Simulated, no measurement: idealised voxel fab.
A process module follows: voxel self aligned contacts.
The width of the displayed cross-section, cut, is 240 nm; its cells are square, with a size of 5 nm.
The cross-sections in this document take the form of a grid made of square cells. They are written out as bands, in order from top to bottom. Each band consists of one or more rows of cells.
In this notation a band is specified by the heights of its top and bottom, in that order and in nm, after which its materials appear from left to right, each paired with its width in nm. The word "throughout" attached to a single material means that material fills the band from edge to edge; the word "blank" stands for empty space.
Heads up on the height convention: 0 is the point under which the incoming wafer is all one material, and the lowest band has no bottom, it just keeps going down, like "0 and below".
Top row gets the first number, bottom row gets the second, and each row in between changes by the same step: that is how a band width like "30->40" works.
"all unchanged" -> step changed no cross-section cell.
Any empty space of 8 cells or more lacking an open way to the top shows up in "Enclosed void entries" as width x height at distance, distance from the left edge, in nm.
Anything after a step's settings on that line? It's the simulator's own note about the step.
A step line may carry the setting "overlay nm", which, for steps involving a mask, states the distance by which the mask lay to the right of its intended position; negative values denote displacement to the left.

-- Steps planned for the process
1. RECEIVE [material Si]
2. OXIDIZE [depth nm 5]
3. DIRECTIONAL_DEP [material polySi] [thk nm 20]
4. DIRECTIONAL_DEP [material SiN] [thk nm 20]
5. PATTERN [tone cover] [mask id GATE] [material resist] [width nm 35] [pitch nm 75] [thk nm 20] [overlay nm 0]
6. DIRECTIONAL_ETCH [etch materials SiN] [depth nm 20]
7. DIRECTIONAL_ETCH [etch materials polySi] [depth nm 20]
8. STRIP [etch materials resist]
9. CONFORMAL_DEP [material SiN] [thk nm 10]
10. DIRECTIONAL_ETCH [etch materials SiN] [depth nm 10]
11. FILL_DEP [material SiO2] [thk nm 15]
12. CMP [height nm 45]
13. MASKED_ETCH [tone open] [mask id CONTACT] [width nm 50] [pitch nm 75] [etch materials SiO2] [depth nm 50] [overlay nm 0]
14. CONFORMAL_DEP [material TiN] [thk nm 5]
15. FILL_DEP [material W] [thk nm 5]
16. CMP [height nm 45]
17. CONFORMAL_DEP [material SiN] [thk nm 5]

-- Cross-section of the wafer at receipt, which is the condition after step 1
> 0 and below  Si throughout
> Enclosed void entries: none

-- Wafer at module end, in section. Began as above, planned as above, run with one mistake
> 50 down to 45  SiN throughout
> 45 down to 40  SiO2 50 nm | TiN 25 nm | W 10 nm | TiN 25 nm | SiO2 15 nm | TiN 25 nm | W 10 nm | TiN 25 nm | SiO2 55 nm
> 40 down to 20  SiO2 15 nm | SiN 55 nm | TiN 5 nm | W 10 nm | TiN 5 nm | SiN 55 nm | TiN 5 nm | W 10 nm | TiN 5 nm | SiN 55 nm | SiO2 20 nm
> 20 down to 0  SiO2 15 nm | SiN 10 nm | polySi 35 nm | SiN 10 nm | TiN 5 nm | W 10 nm | TiN 5 nm | SiN 10 nm | polySi 35 nm | SiN 10 nm | TiN 5 nm | W 10 nm | TiN 5 nm | SiN 10 nm | polySi 35 nm | SiN 10 nm | SiO2 20 nm
> 0 down to -5  SiO2 70 nm | TiN 20 nm | SiO2 55 nm | TiN 20 nm | SiO2 75 nm
> -5 and below  Si throughout
> Enclosed void entries: none
Deviation from plan: step 13 went in with a setting other than planned; the actual run was MASKED_ETCH [tone open] [mask id CONTACT] [width nm 60] [pitch nm 75] [etch materials SiO2] [depth nm 50] [overlay nm 0]
